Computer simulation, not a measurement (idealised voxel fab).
process module | voxel ribs on slabs
cross-section cut | 195 nm wide | cells 5 nm
A cross-section is a grid of square cells, given in bands from the top down. A band is one or more rows of cells.
Each band's line starts with the height of the band's top and of its bottom, in nm. Then come its materials from left to right, each with its width in nm. One material with "throughout" fills the band from edge to edge. "air" is empty space.
Height 0 is the level under which the wafer as received is all one material. The lowest band goes on downwards, as in "0 down".
A width such as "30 to 40" changes by the same amount from each row of cells to the next, from the band's top row to its bottom row.
"no change" after a step means that no cell of the cross-section changed.
closed voids: empty space of 8 cells or more with no open way to the top, each as width x height at its distance from the left edge, in nm
after a step's settings: what the simulator itself notes on the step
overlay nm, on a step with a mask: how far to the right of its planned place the mask lay; to the left if negative
plan
1 op RECEIVE | material Si
2 op DIRECTIONAL_DEP | material SiO2 | thk nm 20
3 op DIRECTIONAL_DEP | material SiN | thk nm 20
4 op PATTERN | tone cover | mask id RIB | material resist | width nm 30 | thk nm 20 | overlay nm 0
5 op DIRECTIONAL_ETCH | etch materials SiN | depth nm 10
6 op STRIP | etch materials resist
7 op PATTERN | tone cover | mask id SLAB | material resist | width nm 60 | thk nm 15 | overlay nm 0
8 op DIRECTIONAL_ETCH | etch materials SiN | depth nm 10
9 op STRIP | etch materials resist
10 op FILL_DEP | material SiO2 | thk nm 25
11 op CMP | height nm 55
12 op DIRECTIONAL_DEP | material W | thk nm 5
13 op PATTERN | tone cover | mask id HEATER | material resist | width nm 40 | thk nm 20 | overlay nm 0
14 op DIRECTIONAL_ETCH | etch materials W | depth nm 5
15 op STRIP | etch materials resist
16 op CONFORMAL_DEP | material SiN | thk nm 5
as received, after step 1
  0 down: Si throughout
  closed voids: none
a wafer at the end: this start, this plan, one mistake
  60 to 55: air 75 | W 40 | air 80
  55 to 40: SiO2 throughout
  40 to 30: SiO2 80 | SiN 30 | SiO2 85
  30 to 20: SiO2 65 | SiN 60 | SiO2 70
  20 to 0: SiO2 throughout
  0 down: Si throughout
  closed voids: none
what went wrong: step 16 was left out
